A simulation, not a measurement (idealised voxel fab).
voxel transistor to metal: a process module
260 nm wide, 5 nm square cells: that's cross-section cut.
Bands, listed from the top down, are how a cross-section gets written in this document; the cross-section itself is a grid of square cells, and a band is one or more rows of them. First you get the band's top height and its bottom height, in nm, and then the materials it's made of, left to right, with each width in nm. If you see a single material with "edge to edge", that one covers the band edge to edge. "blank" is empty space. Heights from 0 (as-received wafer is one material below). Bottom band endless downward, as "0 down". The notation "30 to 40" denotes a width that varies across the rows of cells in the band, beginning at the first number in the top row, finishing at the second number in the bottom row, and changing by an identical amount from each row to the next. The cross-section has no changed cell in any step marked "no change occurred". "Closed void table" - sealed voids, min. 8 cells, no opening to top; format: width x height at distance (distance from left edge; nm throughout). Heads up: the bit after the settings on a step's line is the simulator's remark on that step. For masked steps, "overlay nm" on the step line gives how far right of plan the mask actually lay; a minus sign means it lay to the left. Reading guide: pairs of cross-sections, before and after one process step; after view cut off at lowest changed band; step and settings listed under each pair. Pairs may stem from different runs of this module on the same starting wafer; continuity with the pair above only where the "Pre-step view" entry states it.

**Pre-step view**
105 to 90  aC=30; blank=15; aC=50; blank=15; aC=40; blank=15; aC=50; blank=15; aC=30
90 to 65  SiO2=30; blank=15; SiO2=50; blank=15; SiO2=40; blank=15; SiO2=50; blank=15; SiO2=30
65 to 60  SiN edge to edge
60 to 50  W edge to edge
50 to 45  TiN=35; W=15; TiN=40; W=15; TiN=50; W=15; TiN=40; W=15; TiN=35
45 to 35  SiO2=30; TiN=5; W=15; TiN=5; SiO2=30; TiN=5; W=15; TiN=5; SiO2=40; TiN=5; W=15; TiN=5; SiO2=30; TiN=5; W=15; TiN=5; SiO2=30
35 to 25  SiO2=30; TiN=5; W=15; TiN=5; SiN=5; SiCN=20; SiN=5; TiN=5; W=15; TiN=5; SiO2=40; TiN=5; W=15; TiN=5; SiN=5; SiCN=20; SiN=5; TiN=5; W=15; TiN=5; SiO2=30
25 to 5  SiO2=30; TiN=5; W=15; TiN=5; SiN=5; polySi=20; SiN=5; TiN=5; W=15; TiN=5; SiO2=40; TiN=5; W=15; TiN=5; SiN=5; polySi=20; SiN=5; TiN=5; W=15; TiN=5; SiO2=30
5 to 0  SiO2=30; TiN=25; SiN=5; polySi=20; SiN=5; TiN=25; SiO2=40; TiN=25; SiN=5; polySi=20; SiN=5; TiN=25; SiO2=30
0 to -5  SiO2=20; SiGe=35; SiO2=30; SiGe=35; SiO2=20; SiGe=35; SiO2=30; SiGe=35; SiO2=20
-5 to -30  SiO2=25; Si=90; SiO2=30; Si=90; SiO2=25
-30 down  Si edge to edge
Closed void table: none

**Sectional View, Post-Process**
105 to 90  aC=30; blank=15; aC=50; blank=15; aC=40; blank=15; aC=50; blank=15; aC=30
90 to 65  SiO2=30; blank=15; SiO2=50; blank=15; SiO2=40; blank=15; SiO2=50; blank=15; SiO2=30
65 to 60  SiN=30; blank=15; SiN=50; blank=15; SiN=40; blank=15; SiN=50; blank=15; SiN=30
Below 60 it's all the same as before, nothing changed down there.
Closed void table: none
Relating the two cross-sections above, the step in between is op DIRECTIONAL_ETCH | etch materials SiN | depth nm 5

Pre-step view: same picture as after in the pair right above, so we don't repeat it.

**Sectional View, Post-Process**
90 to 65  SiO2=30; blank=15; SiO2=50; blank=15; SiO2=40; blank=15; SiO2=50; blank=15; SiO2=30
Below 65 it's all the same as before, nothing changed down there.
Closed void table: none
Relating the two cross-sections above, the step in between is op STRIP | etch materials aC

Pre-step view: same picture as after in the pair right above, so we don't repeat it.

**Sectional View, Post-Process**
95 to 90  TiN=35; blank=5; TiN=60; blank=5; TiN=50; blank=5; TiN=60; blank=5; TiN=35
90 to 65  SiO2=30; TiN=5; blank=5; TiN=5; SiO2=50; TiN=5; blank=5; TiN=5; SiO2=40; TiN=5; blank=5; TiN=5; SiO2=50; TiN=5; blank=5; TiN=5; SiO2=30
65 to 60  SiN=30; TiN=15; SiN=50; TiN=15; SiN=40; TiN=15; SiN=50; TiN=15; SiN=30
Below 60 it's all the same as before, nothing changed down there.
Closed void table: none
Relating the two cross-sections above, the step in between is op CONFORMAL_DEP | material TiN | thk nm 5

Pre-step view: same picture as after in the pair right above, so we don't repeat it.

**Sectional View, Post-Process**
100 to 95  Cu edge to edge
95 to 90  TiN=35; Cu=5; TiN=60; Cu=5; TiN=50; Cu=5; TiN=60; Cu=5; TiN=35
90 to 65  SiO2=30; TiN=5; Cu=5; TiN=5; SiO2=50; TiN=5; Cu=5; TiN=5; SiO2=40; TiN=5; Cu=5; TiN=5; SiO2=50; TiN=5; Cu=5; TiN=5; SiO2=30
Below 65 it's all the same as before, nothing changed down there.
Closed void table: none
Relating the two cross-sections above, the step in between is op FILL_DEP | material Cu | thk nm 5

Pre-step view: same picture as after in the pair right above, so we don't repeat it.

**Sectional View, Post-Process**
75 to 65  SiO2=30; TiN=5; Cu=5; TiN=5; SiO2=50; TiN=5; Cu=5; TiN=5; SiO2=40; TiN=5; Cu=5; TiN=5; SiO2=50; TiN=5; Cu=5; TiN=5; SiO2=30
Below 65 it's all the same as before, nothing changed down there.
Closed void table: none
Relating the two cross-sections above, the step in between is op CMP | height nm 75

Pre-step view: same picture as after in the pair right above, so we don't repeat it.

**Sectional View, Post-Process**
80 to 75  blank=25; Ru=25; blank=40; Ru=25; blank=30; Ru=25; blank=40; Ru=25; blank=25
Below 75 it's all the same as before, nothing changed down there.
Closed void table: none
Relating the two cross-sections above, the step in between is op EPI | material Ru | thk nm 5

Pre-step view: same picture as after in the pair right above, so we don't repeat it.

**Sectional View, Post-Process**
85 to 80  SiCN edge to edge
80 to 75  SiCN=25; Ru=25; SiCN=40; Ru=25; SiCN=30; Ru=25; SiCN=40; Ru=25; SiCN=25
Below 75 it's all the same as before, nothing changed down there.
Closed void table: none
Relating the two cross-sections above, the step in between is op FILL_DEP | material SiCN | thk nm 5

Pre-step view: same picture as after in the pair right above, so we don't repeat it.

**Sectional View, Post-Process**
110 to 85  lowk edge to edge
Below 85 it's all the same as before, nothing changed down there.
Closed void table: none
Relating the two cross-sections above, the step in between is op DIRECTIONAL_DEP | material lowk | thk nm 25

Pre-step view: same picture as after in the pair right above, so we don't repeat it.

**Sectional View, Post-Process**
125 to 110  resist=30; blank=15; resist=105; blank=15; resist=95
Below 110 it's all the same as before, nothing changed down there.
Closed void table: none
Relating the two cross-sections above, the step in between is op PATTERN | tone open | mask id METAL_2 | material resist | width nm 15 | pitch nm 120 | thk nm 15 | overlay nm 0

Pre-step view: same picture as after in the pair right above, so we don't repeat it.

**Sectional View, Post-Process**
125 to 110  resist=30; blank=15; resist=105; blank=15; resist=95
110 to 95  lowk=30; blank=15; lowk=105; blank=15; lowk=95
Below 95 it's all the same as before, nothing changed down there.
Closed void table: none
Relating the two cross-sections above, the step in between is op DIRECTIONAL_ETCH | etch materials lowk | depth nm 15

Pre-step view: same picture as after in the pair right above, so we don't repeat it.

**Sectional View, Post-Process**
110 to 95  lowk=30; blank=15; lowk=105; blank=15; lowk=95
Below 95 it's all the same as before, nothing changed down there.
Closed void table: none
Relating the two cross-sections above, the step in between is op STRIP | etch materials resist

Pre-step view: same picture as after in the pair right above, so we don't repeat it.

**Sectional View, Post-Process**
120 to 110  aC=30; blank=15; aC=105; blank=15; aC=95
110 to 105  lowk=30; blank=15; lowk=105; blank=15; lowk=95
105 to 95  lowk=30; aC=15; lowk=105; aC=15; lowk=95
Below 95 it's all the same as before, nothing changed down there.
Closed void table: none
Relating the two cross-sections above, the step in between is op DIRECTIONAL_DEP | material aC | thk nm 10

Pre-step view: same picture as after in the pair right above, so we don't repeat it.

**Sectional View, Post-Process**
150 to 120  resist=30; blank=15; resist=105; blank=15; resist=95
Below 120 it's all the same as before, nothing changed down there.
Closed void table: none
Relating the two cross-sections above, the step in between is op PATTERN | tone open | mask id METAL_2_HOLES | material resist | width nm 15 | pitch nm 120 | thk nm 30 | overlay nm 0

Pre-step view: same picture as after in the pair right above, so we don't repeat it.

**Sectional View, Post-Process**
140 to 120  resist=30; blank=15; resist=105; blank=15; resist=95
120 to 110  aC=30; blank=15; aC=105; blank=15; aC=95
110 to 95  lowk=30; blank=15; lowk=105; blank=15; lowk=95
Below 95 it's all the same as before, nothing changed down there.
Closed void table: none
Relating the two cross-sections above, the step in between is op DIRECTIONAL_ETCH | etch materials aC | depth nm 10

Pre-step view: same picture as after in the pair right above, so we don't repeat it.

**Sectional View, Post-Process**
120 to 110  aC=30; blank=15; aC=105; blank=15; aC=95
Below 110 it's all the same as before, nothing changed down there.
Closed void table: none
Relating the two cross-sections above, the step in between is op STRIP | etch materials resist

Pre-step view: same picture as after in the pair right above, so we don't repeat it.

**Sectional View, Post-Process**
120 to 110  aC=30; blank=15; aC=105; blank=15; aC=95
110 to 85  lowk=30; blank=15; lowk=105; blank=15; lowk=95
Below 85 it's all the same as before, nothing changed down there.
Closed void table: none
Relating the two cross-sections above, the step in between is op DIRECTIONAL_ETCH | etch materials lowk | depth nm 10

Pre-step view: same picture as after in the pair right above, so we don't repeat it.

**Sectional View, Post-Process**
120 to 110  aC=30; blank=15; aC=105; blank=15; aC=95
110 to 85  lowk=30; blank=15; lowk=105; blank=15; lowk=95
85 to 80  SiCN=30; blank=15; SiCN=105; blank=15; SiCN=95
Below 80 it's all the same as before, nothing changed down there.
Closed void table: none
Relating the two cross-sections above, the step in between is op DIRECTIONAL_ETCH | etch materials SiCN | depth nm 5

Pre-step view: same picture as after in the pair right above, so we don't repeat it.

**Sectional View, Post-Process**
110 to 85  lowk=30; blank=15; lowk=105; blank=15; lowk=95
Below 85 it's all the same as before, nothing changed down there.
Closed void table: none
Relating the two cross-sections above, the step in between is op STRIP | etch materials aC

Pre-step view: same picture as after in the pair right above, so we don't repeat it.

**Sectional View, Post-Process**
115 to 110  TiN=35; blank=5; TiN=115; blank=5; TiN=100
110 to 85  lowk=30; TiN=5; blank=5; TiN=5; lowk=105; TiN=5; blank=5; TiN=5; lowk=95
85 to 80  SiCN=30; TiN=15; SiCN=105; TiN=15; SiCN=95
Below 80 it's all the same as before, nothing changed down there.
Closed void table: none
Relating the two cross-sections above, the step in between is op CONFORMAL_DEP | material TiN | thk nm 5

Pre-step view: same picture as after in the pair right above, so we don't repeat it.

**Sectional View, Post-Process**
120 to 115  Cu edge to edge
115 to 110  TiN=35; Cu=5; TiN=115; Cu=5; TiN=100
110 to 85  lowk=30; TiN=5; Cu=5; TiN=5; lowk=105; TiN=5; Cu=5; TiN=5; lowk=95
Below 85 it's all the same as before, nothing changed down there.
Closed void table: none
Relating the two cross-sections above, the step in between is op FILL_DEP | material Cu | thk nm 5

Pre-step view: same picture as after in the pair right above, so we don't repeat it.

**Sectional View, Post-Process**
110 to 85  lowk=30; TiN=5; Cu=5; TiN=5; lowk=105; TiN=5; Cu=5; TiN=5; lowk=95
Below 85 it's all the same as before, nothing changed down there.
Closed void table: none
Relating the two cross-sections above, the step in between is op CMP | height nm 110

Pre-step view: same picture as after in the pair right above, so we don't repeat it.

**Sectional View, Post-Process**
115 to 110  SiN edge to edge
Below 110 it's all the same as before, nothing changed down there.
Closed void table: none
Relating the two cross-sections above, the step in between is op CONFORMAL_DEP | material SiN | thk nm 5

**Pre-step view**
20 to 5  blank=25; SiN=90; blank=30; SiN=90; blank=25
5 to 0  SiO2 edge to edge
0 to -30  SiO2=25; Si=90; SiO2=30; Si=90; SiO2=25
-30 down  Si edge to edge
Closed void table: none

**Sectional View, Post-Process**
20 to 5  blank=25; SiN=90; blank=30; SiN=90; blank=25
5 to 0  blank=40; SiO2=60; blank=60; SiO2=60; blank=40
0 to -10  blank=25; Si=90; blank=30; Si=90; blank=25
Below -10 it's all the same as before, nothing changed down there.
Closed void table: none
Relating the two cross-sections above, the step in between is op SELECTIVE_ETCH | etch materials SiO2 | depth nm 15

Pre-step view: same picture as after in the pair right above, so we don't repeat it.

**Sectional View, Post-Process**
5 to 0  blank=40; SiO2=60; blank=60; SiO2=60; blank=40
Below 0 it's all the same as before, nothing changed down there.
Closed void table: none
Relating the two cross-sections above, the step in between is op STRIP | etch materials SiN

Pre-step view: same picture as after in the pair right above, so we don't repeat it.

**Sectional View, Post-Process**
0 to -15  blank=25; Si=90; blank=30; Si=90; blank=25
Below -15 it's all the same as before, nothing changed down there.
Closed void table: none
Relating the two cross-sections above, the step in between is op SELECTIVE_ETCH | etch materials SiO2 | depth nm 5

Pre-step view: same picture as after in the pair right above, so we don't repeat it.

**Sectional View, Post-Process**
0 to -5  blank=25; SiO2=90; blank=30; SiO2=90; blank=25
-5 to -15  blank=25; SiO2=5; Si=80; SiO2=5; blank=30; SiO2=5; Si=80; SiO2=5; blank=25
-15 to -20  SiO2=30; Si=80; SiO2=40; Si=80; SiO2=30
Below -20 it's all the same as before, nothing changed down there.
Closed void table: none
Relating the two cross-sections above, the step in between is op OXIDIZE | depth nm 5

Pre-step view: same picture as after in the pair right above, so we don't repeat it.

**Sectional View, Post-Process**
25 to 10  blank=25; polySi=90; blank=30; polySi=90; blank=25
10 to 0  polySi edge to edge
0 to -5  polySi=25; SiO2=90; polySi=30; SiO2=90; polySi=25
-5 to -15  polySi=25; SiO2=5; Si=80; SiO2=5; polySi=30; SiO2=5; Si=80; SiO2=5; polySi=25
Below -15 it's all the same as before, nothing changed down there.
Closed void table: none
Relating the two cross-sections above, the step in between is op DIRECTIONAL_DEP | material polySi | thk nm 25

Pre-step view: same picture as after in the pair right above, so we don't repeat it.

**Sectional View, Post-Process**
35 to 25  blank=25; SiCN=90; blank=30; SiCN=90; blank=25
25 to 20  blank=25; polySi=90; blank=30; polySi=90; blank=25
20 to 10  SiCN=25; polySi=90; SiCN=30; polySi=90; SiCN=25
Below 10 it's all the same as before, nothing changed down there.
Closed void table: none
Relating the two cross-sections above, the step in between is op DIRECTIONAL_DEP | material SiCN | thk nm 10

Pre-step view: same picture as after in the pair right above, so we don't repeat it.

**Sectional View, Post-Process**
35 to 25  blank=60; SiCN=20; blank=100; SiCN=20; blank=60
25 to 10  blank=25; polySi=90; blank=30; polySi=90; blank=25
Below 10 it's all the same as before, nothing changed down there.
Closed void table: none
Relating the two cross-sections above, the step in between is op MASKED_ETCH | tone cover | mask id GATE | width nm 20 | pitch nm 120 | etch materials SiCN | depth nm 20 | overlay nm 0

Pre-step view: same picture as after in the pair right above, so we don't repeat it.

**Sectional View, Post-Process**
35 to 25  blank=60; SiCN=20; blank=100; SiCN=20; blank=60
25 to 0  blank=60; polySi=20; blank=100; polySi=20; blank=60
0 to -5  blank=25; SiO2=90; blank=30; SiO2=90; blank=25
-5 to -15  blank=25; SiO2=5; Si=80; SiO2=5; blank=30; SiO2=5; Si=80; SiO2=5; blank=25
Below -15 it's all the same as before, nothing changed down there.
Closed void table: none
Relating the two cross-sections above, the step in between is op MASKED_ETCH | tone cover | mask id GATE | width nm 20 | pitch nm 120 | etch materials polySi | depth nm 35 | overlay nm 0

Pre-step view: same picture as after in the pair right above, so we don't repeat it.

**Sectional View, Post-Process**
40 to 35  blank=55; SiN=30; blank=90; SiN=30; blank=55
35 to 25  blank=55; SiN=5; SiCN=20; SiN=5; blank=90; SiN=5; SiCN=20; SiN=5; blank=55
25 to 5  blank=55; SiN=5; polySi=20; SiN=5; blank=90; SiN=5; polySi=20; SiN=5; blank=55
5 to 0  blank=20; SiN=40; polySi=20; SiN=40; blank=20; SiN=40; polySi=20; SiN=40; blank=20
0 to -5  blank=20; SiN=5; SiO2=90; SiN=5; blank=20; SiN=5; SiO2=90; SiN=5; blank=20
-5 to -10  blank=20; SiN=5; SiO2=5; Si=80; SiO2=5; SiN=5; blank=20; SiN=5; SiO2=5; Si=80; SiO2=5; SiN=5; blank=20
-10 to -15  SiN=25; SiO2=5; Si=80; SiO2=5; SiN=30; SiO2=5; Si=80; SiO2=5; SiN=25
Below -15 it's all the same as before, nothing changed down there.
Closed void table: none
Relating the two cross-sections above, the step in between is op CONFORMAL_DEP | material SiN | thk nm 5

Pre-step view: same picture as after in the pair right above, so we don't repeat it.

**Sectional View, Post-Process**
35 to 25  blank=55; SiN=5; SiCN=20; SiN=5; blank=90; SiN=5; SiCN=20; SiN=5; blank=55
25 to 0  blank=55; SiN=5; polySi=20; SiN=5; blank=90; SiN=5; polySi=20; SiN=5; blank=55
0 to -5  blank=20; SiN=5; SiO2=90; SiN=5; blank=20; SiN=5; SiO2=90; SiN=5; blank=20
-5 to -15  blank=20; SiN=5; SiO2=5; Si=80; SiO2=5; SiN=5; blank=20; SiN=5; SiO2=5; Si=80; SiO2=5; SiN=5; blank=20
Below -15 it's all the same as before, nothing changed down there.
Closed void table: none
Relating the two cross-sections above, the step in between is op DIRECTIONAL_ETCH | etch materials SiN | depth nm 5

Pre-step view: same picture as after in the pair right above, so we don't repeat it.

**Sectional View, Post-Process**
35 to 25  blank=55; SiN=5; SiCN=20; SiN=5; blank=90; SiN=5; SiCN=20; SiN=5; blank=55
25 to 0  blank=55; SiN=5; polySi=20; SiN=5; blank=90; SiN=5; polySi=20; SiN=5; blank=55
0 to -5  blank=20; SiN=5; blank=30; SiO2=30; blank=30; SiN=5; blank=20; SiN=5; blank=30; SiO2=30; blank=30; SiN=5; blank=20
-5 to -15  blank=20; SiN=5; SiO2=5; Si=80; SiO2=5; SiN=5; blank=20; SiN=5; SiO2=5; Si=80; SiO2=5; SiN=5; blank=20
-15 to -20  blank=20; SiO2=10; Si=80; SiO2=10; blank=20; SiO2=10; Si=80; SiO2=10; blank=20
Below -20 it's all the same as before, nothing changed down there.
Closed void table: none
Relating the two cross-sections above, the step in between is op DIRECTIONAL_ETCH | etch materials SiO2 | depth nm 5

Pre-step view: same picture as after in the pair right above, so we don't repeat it.

**Sectional View, Post-Process**
35 to 25  blank=55; SiN=5; SiCN=20; SiN=5; blank=90; SiN=5; SiCN=20; SiN=5; blank=55
25 to 0  blank=55; SiN=5; polySi=20; SiN=5; blank=90; SiN=5; polySi=20; SiN=5; blank=55
0 to -5  blank=20; SiN=5; SiGe=30; SiO2=30; SiGe=30; SiN=5; blank=20; SiN=5; SiGe=30; SiO2=30; SiGe=30; SiN=5; blank=20
Below -5 it's all the same as before, nothing changed down there.
Closed void table: none
Relating the two cross-sections above, the step in between is op EPI | material SiGe | thk nm 5

Pre-step view: same picture as after in the pair right above, so we don't repeat it.

**Sectional View, Post-Process**
40 to 35  SiO2 edge to edge
35 to 25  SiO2=55; SiN=5; SiCN=20; SiN=5; SiO2=90; SiN=5; SiCN=20; SiN=5; SiO2=55
25 to 0  SiO2=55; SiN=5; polySi=20; SiN=5; SiO2=90; SiN=5; polySi=20; SiN=5; SiO2=55
0 to -5  SiO2=20; SiN=5; SiGe=30; SiO2=30; SiGe=30; SiN=5; SiO2=20; SiN=5; SiGe=30; SiO2=30; SiGe=30; SiN=5; SiO2=20
-5 to -15  SiO2=20; SiN=5; SiO2=5; Si=80; SiO2=5; SiN=5; SiO2=20; SiN=5; SiO2=5; Si=80; SiO2=5; SiN=5; SiO2=20
-15 to -20  SiO2=30; Si=80; SiO2=40; Si=80; SiO2=30
Below -20 it's all the same as before, nothing changed down there.
Closed void table: none
Relating the two cross-sections above, the step in between is op FILL_DEP | material SiO2 | thk nm 5

Pre-step view: same picture as after in the pair right above, so we don't repeat it.

**Sectional View, Post-Process**
35 to 25  SiO2=55; SiN=5; SiCN=20; SiN=5; SiO2=90; SiN=5; SiCN=20; SiN=5; SiO2=55
Below 25 it's all the same as before, nothing changed down there.
Closed void table: none
Relating the two cross-sections above, the step in between is op CMP | height nm 35

Pre-step view: same picture as after in the pair right above, so we don't repeat it.

**Sectional View, Post-Process**
45 to 35  SiO2 edge to edge
Below 35 it's all the same as before, nothing changed down there.
Closed void table: none
Relating the two cross-sections above, the step in between is op DIRECTIONAL_DEP | material SiO2 | thk nm 10

Pre-step view: same picture as after in the pair right above, so we don't repeat it.

**Sectional View, Post-Process**
60 to 45  aC edge to edge
Below 45 it's all the same as before, nothing changed down there.
Closed void table: none
Relating the two cross-sections above, the step in between is op DIRECTIONAL_DEP | material aC | thk nm 15

Pre-step view: same picture as after in the pair right above, so we don't repeat it.

**Sectional View, Post-Process**
90 to 60  resist=30; blank=25; resist=30; blank=25; resist=40; blank=25; resist=30; blank=25; resist=30
Below 60 it's all the same as before, nothing changed down there.
Closed void table: none
Relating the two cross-sections above, the step in between is op PATTERN | tone open | mask id CONTACT | material resist | width nm 25 | thk nm 30 | overlay nm 0

Pre-step view: same picture as after in the pair right above, so we don't repeat it.

**Sectional View, Post-Process**
75 to 60  resist=30; blank=25; resist=30; blank=25; resist=40; blank=25; resist=30; blank=25; resist=30
60 to 45  aC=30; blank=25; aC=30; blank=25; aC=40; blank=25; aC=30; blank=25; aC=30
Below 45 it's all the same as before, nothing changed down there.
Closed void table: none
Relating the two cross-sections above, the step in between is op DIRECTIONAL_ETCH | etch materials aC | depth nm 15

Pre-step view: same picture as after in the pair right above, so we don't repeat it.

**Sectional View, Post-Process**
60 to 45  aC=30; blank=25; aC=30; blank=25; aC=40; blank=25; aC=30; blank=25; aC=30
Below 45 it's all the same as before, nothing changed down there.
Closed void table: none
Relating the two cross-sections above, the step in between is op STRIP | etch materials resist

Pre-step view: same picture as after in the pair right above, so we don't repeat it.

**Sectional View, Post-Process**
60 to 45  aC=30; blank=25; aC=30; blank=25; aC=40; blank=25; aC=30; blank=25; aC=30
45 to 35  SiO2=30; blank=25; SiO2=30; blank=25; SiO2=40; blank=25; SiO2=30; blank=25; SiO2=30
35 to 25  SiO2=30; blank=25; SiN=5; SiCN=20; SiN=5; blank=25; SiO2=40; blank=25; SiN=5; SiCN=20; SiN=5; blank=25; SiO2=30
25 to 0  SiO2=30; blank=25; SiN=5; polySi=20; SiN=5; blank=25; SiO2=40; blank=25; SiN=5; polySi=20; SiN=5; blank=25; SiO2=30
Below 0 it's all the same as before, nothing changed down there.
Closed void table: none
Relating the two cross-sections above, the step in between is op DIRECTIONAL_ETCH | etch materials SiO2 | depth nm 45

Pre-step view: same picture as after in the pair right above, so we don't repeat it.

**Sectional View, Post-Process**
45 to 35  SiO2=30; blank=25; SiO2=30; blank=25; SiO2=40; blank=25; SiO2=30; blank=25; SiO2=30
Below 35 it's all the same as before, nothing changed down there.
Closed void table: none
Relating the two cross-sections above, the step in between is op STRIP | etch materials aC

Pre-step view: same picture as after in the pair right above, so we don't repeat it.

**Sectional View, Post-Process**
50 to 45  TiN=35; blank=15; TiN=40; blank=15; TiN=50; blank=15; TiN=40; blank=15; TiN=35
45 to 35  SiO2=30; TiN=5; blank=15; TiN=5; SiO2=30; TiN=5; blank=15; TiN=5; SiO2=40; TiN=5; blank=15; TiN=5; SiO2=30; TiN=5; blank=15; TiN=5; SiO2=30
35 to 25  SiO2=30; TiN=5; blank=15; TiN=5; SiN=5; SiCN=20; SiN=5; TiN=5; blank=15; TiN=5; SiO2=40; TiN=5; blank=15; TiN=5; SiN=5; SiCN=20; SiN=5; TiN=5; blank=15; TiN=5; SiO2=30
25 to 5  SiO2=30; TiN=5; blank=15; TiN=5; SiN=5; polySi=20; SiN=5; TiN=5; blank=15; TiN=5; SiO2=40; TiN=5; blank=15; TiN=5; SiN=5; polySi=20; SiN=5; TiN=5; blank=15; TiN=5; SiO2=30
5 to 0  SiO2=30; TiN=25; SiN=5; polySi=20; SiN=5; TiN=25; SiO2=40; TiN=25; SiN=5; polySi=20; SiN=5; TiN=25; SiO2=30
Below 0 it's all the same as before, nothing changed down there.
Closed void table: none
Relating the two cross-sections above, the step in between is op CONFORMAL_DEP | material TiN | thk nm 5

Pre-step view: same picture as after in the pair right above, so we don't repeat it.

**Sectional View, Post-Process**
60 to 50  W edge to edge
50 to 45  TiN=35; W=15; TiN=40; W=15; TiN=50; W=15; TiN=40; W=15; TiN=35
45 to 35  SiO2=30; TiN=5; W=15; TiN=5; SiO2=30; TiN=5; W=15; TiN=5; SiO2=40; TiN=5; W=15; TiN=5; SiO2=30; TiN=5; W=15; TiN=5; SiO2=30
35 to 25  SiO2=30; TiN=5; W=15; TiN=5; SiN=5; SiCN=20; SiN=5; TiN=5; W=15; TiN=5; SiO2=40; TiN=5; W=15; TiN=5; SiN=5; SiCN=20; SiN=5; TiN=5; W=15; TiN=5; SiO2=30
25 to 5  SiO2=30; TiN=5; W=15; TiN=5; SiN=5; polySi=20; SiN=5; TiN=5; W=15; TiN=5; SiO2=40; TiN=5; W=15; TiN=5; SiN=5; polySi=20; SiN=5; TiN=5; W=15; TiN=5; SiO2=30
Below 5 it's all the same as before, nothing changed down there.
Closed void table: none
Relating the two cross-sections above, the step in between is op FILL_DEP | material W | thk nm 10

Pre-step view: same picture as after in the pair right above, so we don't repeat it.

**Sectional View, Post-Process**
45 to 35  SiO2=30; TiN=5; W=15; TiN=5; SiO2=30; TiN=5; W=15; TiN=5; SiO2=40; TiN=5; W=15; TiN=5; SiO2=30; TiN=5; W=15; TiN=5; SiO2=30
Below 35 it's all the same as before, nothing changed down there.
Closed void table: none
Relating the two cross-sections above, the step in between is op CMP | height nm 45

Pre-step view: same picture as after in the pair right above, so we don't repeat it.

**Sectional View, Post-Process**
50 to 45  SiN edge to edge
Below 45 it's all the same as before, nothing changed down there.
Closed void table: none
Relating the two cross-sections above, the step in between is op CONFORMAL_DEP | material SiN | thk nm 5

Pre-step view: same picture as after in the pair right above, so we don't repeat it.

**Sectional View, Post-Process**
75 to 50  SiO2 edge to edge
Below 50 it's all the same as before, nothing changed down there.
Closed void table: none
Relating the two cross-sections above, the step in between is op DIRECTIONAL_DEP | material SiO2 | thk nm 25

Pre-step view: same picture as after in the pair right above, so we don't repeat it.

**Sectional View, Post-Process**
90 to 75  aC edge to edge
Below 75 it's all the same as before, nothing changed down there.
Closed void table: none
Relating the two cross-sections above, the step in between is op DIRECTIONAL_DEP | material aC | thk nm 15

Pre-step view: same picture as after in the pair right above, so we don't repeat it.

**Sectional View, Post-Process**
125 to 90  resist=30; blank=15; resist=50; blank=15; resist=40; blank=15; resist=50; blank=15; resist=30
Below 90 it's all the same as before, nothing changed down there.
Closed void table: none
Relating the two cross-sections above, the step in between is op PATTERN | tone open | mask id METAL_1 | material resist | width nm 15 | thk nm 35 | overlay nm 0

Pre-step view: same picture as after in the pair right above, so we don't repeat it.

**Sectional View, Post-Process**
110 to 90  resist=30; blank=15; resist=50; blank=15; resist=40; blank=15; resist=50; blank=15; resist=30
90 to 75  aC=30; blank=15; aC=50; blank=15; aC=40; blank=15; aC=50; blank=15; aC=30
Below 75 it's all the same as before, nothing changed down there.
Closed void table: none
Relating the two cross-sections above, the step in between is op DIRECTIONAL_ETCH | etch materials aC | depth nm 15

Pre-step view: same picture as after in the pair right above, so we don't repeat it.

**Sectional View, Post-Process**
90 to 75  aC=30; blank=15; aC=50; blank=15; aC=40; blank=15; aC=50; blank=15; aC=30
Below 75 it's all the same as before, nothing changed down there.
Closed void table: none
Relating the two cross-sections above, the step in between is op STRIP | etch materials resist

Pre-step view: same picture as after in the pair right above, so we don't repeat it.

**Sectional View, Post-Process**
90 to 75  aC=30; blank=15; aC=50; blank=15; aC=40; blank=15; aC=50; blank=15; aC=30
75 to 50  SiO2=30; blank=15; SiO2=50; blank=15; SiO2=40; blank=15; SiO2=50; blank=15; SiO2=30
Below 50 it's all the same as before, nothing changed down there.
Closed void table: none
Relating the two cross-sections above, the step in between is op DIRECTIONAL_ETCH | etch materials SiO2 | depth nm 25

Pre-step view: same picture as after in the pair right above, so we don't repeat it.

**Sectional View, Post-Process**
90 to 75  aC=30; blank=15; aC=50; blank=15; aC=40; blank=15; aC=50; blank=15; aC=30
75 to 50  SiO2=30; blank=15; SiO2=50; blank=15; SiO2=40; blank=15; SiO2=50; blank=15; SiO2=30
50 to 45  SiN=30; blank=15; SiN=50; blank=15; SiN=40; blank=15; SiN=50; blank=15; SiN=30
Below 45 it's all the same as before, nothing changed down there.
Closed void table: none
Relating the two cross-sections above, the step in between is op DIRECTIONAL_ETCH | etch materials SiN | depth nm 5

Pre-step view: same picture as after in the pair right above, so we don't repeat it.

**Sectional View, Post-Process**
75 to 50  SiO2=30; blank=15; SiO2=50; blank=15; SiO2=40; blank=15; SiO2=50; blank=15; SiO2=30
Below 50 it's all the same as before, nothing changed down there.
Closed void table: none
Relating the two cross-sections above, the step in between is op STRIP | etch materials aC

Pre-step view: same picture as after in the pair right above, so we don't repeat it.

**Sectional View, Post-Process**
80 to 75  TiN=35; blank=5; TiN=60; blank=5; TiN=50; blank=5; TiN=60; blank=5; TiN=35
75 to 50  SiO2=30; TiN=5; blank=5; TiN=5; SiO2=50; TiN=5; blank=5; TiN=5; SiO2=40; TiN=5; blank=5; TiN=5; SiO2=50; TiN=5; blank=5; TiN=5; SiO2=30
50 to 45  SiN=30; TiN=15; SiN=50; TiN=15; SiN=40; TiN=15; SiN=50; TiN=15; SiN=30
Below 45 it's all the same as before, nothing changed down there.
Closed void table: none
Relating the two cross-sections above, the step in between is op CONFORMAL_DEP | material TiN | thk nm 5

Pre-step view: same picture as after in the pair right above, so we don't repeat it.

**Sectional View, Post-Process**
85 to 80  Cu edge to edge
80 to 75  TiN=35; Cu=5; TiN=60; Cu=5; TiN=50; Cu=5; TiN=60; Cu=5; TiN=35
75 to 50  SiO2=30; TiN=5; Cu=5; TiN=5; SiO2=50; TiN=5; Cu=5; TiN=5; SiO2=40; TiN=5; Cu=5; TiN=5; SiO2=50; TiN=5; Cu=5; TiN=5; SiO2=30
Below 50 it's all the same as before, nothing changed down there.
Closed void table: none
Relating the two cross-sections above, the step in between is op FILL_DEP | material Cu | thk nm 5

Pre-step view: same picture as after in the pair right above, so we don't repeat it.

**Sectional View, Post-Process**
75 to 50  SiO2=30; TiN=5; Cu=5; TiN=5; SiO2=50; TiN=5; Cu=5; TiN=5; SiO2=40; TiN=5; Cu=5; TiN=5; SiO2=50; TiN=5; Cu=5; TiN=5; SiO2=30
Below 50 it's all the same as before, nothing changed down there.
Closed void table: none
Relating the two cross-sections above, the step in between is op CMP | height nm 75
